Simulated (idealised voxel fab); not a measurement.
process module | voxel trench capacitor
cross-section cut | 175 nm wide | cells 5 nm
A cross-section is a grid of square cells, given in bands from the top down. A band is one or more rows of cells.
Each band's line starts with the height of the band's top and of its bottom, in nm. Then come its materials from left to right, each with its width in nm. One material with "throughout" fills the band from edge to edge. "air" is empty space.
Height 0 is the level under which the wafer as received is all one material. The lowest band goes on downwards, as in "0 down".
A width such as "30 to 40" changes by the same amount from each row of cells to the next, from the band's top row to its bottom row.
"no change" after a step means that no cell of the cross-section changed.
closed voids: empty space of 8 cells or more with no open way to the top, each as width x height at its distance from the left edge, in nm
after a step's settings: what the simulator itself notes on the step
overlay nm, on a step with a mask: how far to the right of its planned place the mask lay; to the left if negative
plan
1 op RECEIVE | material Si
2 op CONFORMAL_DEP | material SiN | thk nm 5
3 op DIRECTIONAL_DEP | material aC | thk nm 15
4 op PATTERN | tone open | mask id TRENCH | material resist | width nm 30 | pitch nm 60 | thk nm 35 | overlay nm 0
5 op DIRECTIONAL_ETCH | etch materials aC | depth nm 15
6 op STRIP | etch materials resist
7 op DIRECTIONAL_ETCH | etch materials SiN | depth nm 5
8 op DIRECTIONAL_ETCH | etch materials Si | depth nm 40
9 op STRIP | etch materials aC
10 op CONFORMAL_DEP | material HfO2 | thk nm 5
11 op CONFORMAL_DEP | material TiN | thk nm 5
12 op FILL_DEP | material W | thk nm 5
13 op CMP | height nm 5
first wafer, as planned
as received, after step 1
  0 down: Si throughout
  closed voids: none
after step 2
  5 to 0: SiN throughout
  below 0: unchanged
after step 3
  20 to 5: aC throughout
  below 5: unchanged
after step 4
  55 to 20: resist 40 | air 30 | resist 30 | air 30 | resist 45
  below 20: unchanged
after step 5
  40 to 20: resist 40 | air 30 | resist 30 | air 30 | resist 45
  20 to 5: aC 40 | air 30 | aC 30 | air 30 | aC 45
  below 5: unchanged
after step 6
  20 to 5: aC 40 | air 30 | aC 30 | air 30 | aC 45
  below 5: unchanged
after step 7
  20 to 5: aC 40 | air 30 | aC 30 | air 30 | aC 45
  5 to 0: SiN 40 | air 30 | SiN 30 | air 30 | SiN 45
  below 0: unchanged
after step 8
  20 to 5: aC 40 | air 30 | aC 30 | air 30 | aC 45
  5 to 0: SiN 40 | air 30 | SiN 30 | air 30 | SiN 45
  0 to -40: Si 40 | air 30 | Si 30 | air 30 | Si 45
  below -40: unchanged
after step 9
  5 to 0: SiN 40 | air 30 | SiN 30 | air 30 | SiN 45
  below 0: unchanged
after step 10
  10 to 5: HfO2 45 | air 20 | HfO2 40 | air 20 | HfO2 50
  5 to 0: SiN 40 | HfO2 5 | air 20 | HfO2 5 | SiN 30 | HfO2 5 | air 20 | HfO2 5 | SiN 45
  0 to -35: Si 40 | HfO2 5 | air 20 | HfO2 5 | Si 30 | HfO2 5 | air 20 | HfO2 5 | Si 45
  -35 to -40: Si 40 | HfO2 30 | Si 30 | HfO2 30 | Si 45
  below -40: unchanged
after step 11
  15 to 10: TiN 50 | air 10 | TiN 50 | air 10 | TiN 55
  10 to 5: HfO2 45 | TiN 5 | air 10 | TiN 5 | HfO2 40 | TiN 5 | air 10 | TiN 5 | HfO2 50
  5 to 0: SiN 40 | HfO2 5 | TiN 5 | air 10 | TiN 5 | HfO2 5 | SiN 30 | HfO2 5 | TiN 5 | air 10 | TiN 5 | HfO2 5 | SiN 45
  0 to -30: Si 40 | HfO2 5 | TiN 5 | air 10 | TiN 5 | HfO2 5 | Si 30 | HfO2 5 | TiN 5 | air 10 | TiN 5 | HfO2 5 | Si 45
  -30 to -35: Si 40 | HfO2 5 | TiN 20 | HfO2 5 | Si 30 | HfO2 5 | TiN 20 | HfO2 5 | Si 45
  below -35: unchanged
after step 12
  20 to 15: W throughout
  15 to 10: TiN 50 | W 10 | TiN 50 | W 10 | TiN 55
  10 to 5: HfO2 45 | TiN 5 | W 10 | TiN 5 | HfO2 40 | TiN 5 | W 10 | TiN 5 | HfO2 50
  5 to 0: SiN 40 | HfO2 5 | TiN 5 | W 10 | TiN 5 | HfO2 5 | SiN 30 | HfO2 5 | TiN 5 | W 10 | TiN 5 | HfO2 5 | SiN 45
  0 to -30: Si 40 | HfO2 5 | TiN 5 | W 10 | TiN 5 | HfO2 5 | Si 30 | HfO2 5 | TiN 5 | W 10 | TiN 5 | HfO2 5 | Si 45
  below -30: unchanged
after step 13
  5 to 0: SiN 40 | HfO2 5 | TiN 5 | W 10 | TiN 5 | HfO2 5 | SiN 30 | HfO2 5 | TiN 5 | W 10 | TiN 5 | HfO2 5 | SiN 45
  below 0: unchanged
second wafer: like start, like plan, one mistake. Through step 12 it matches the first wafer
when step 13 should have ended: no change
what went wrong: step 13 was left out
at the end the second wafer has, in cells: 27 more of HfO2 | 35 more of TiN | 43 more of W
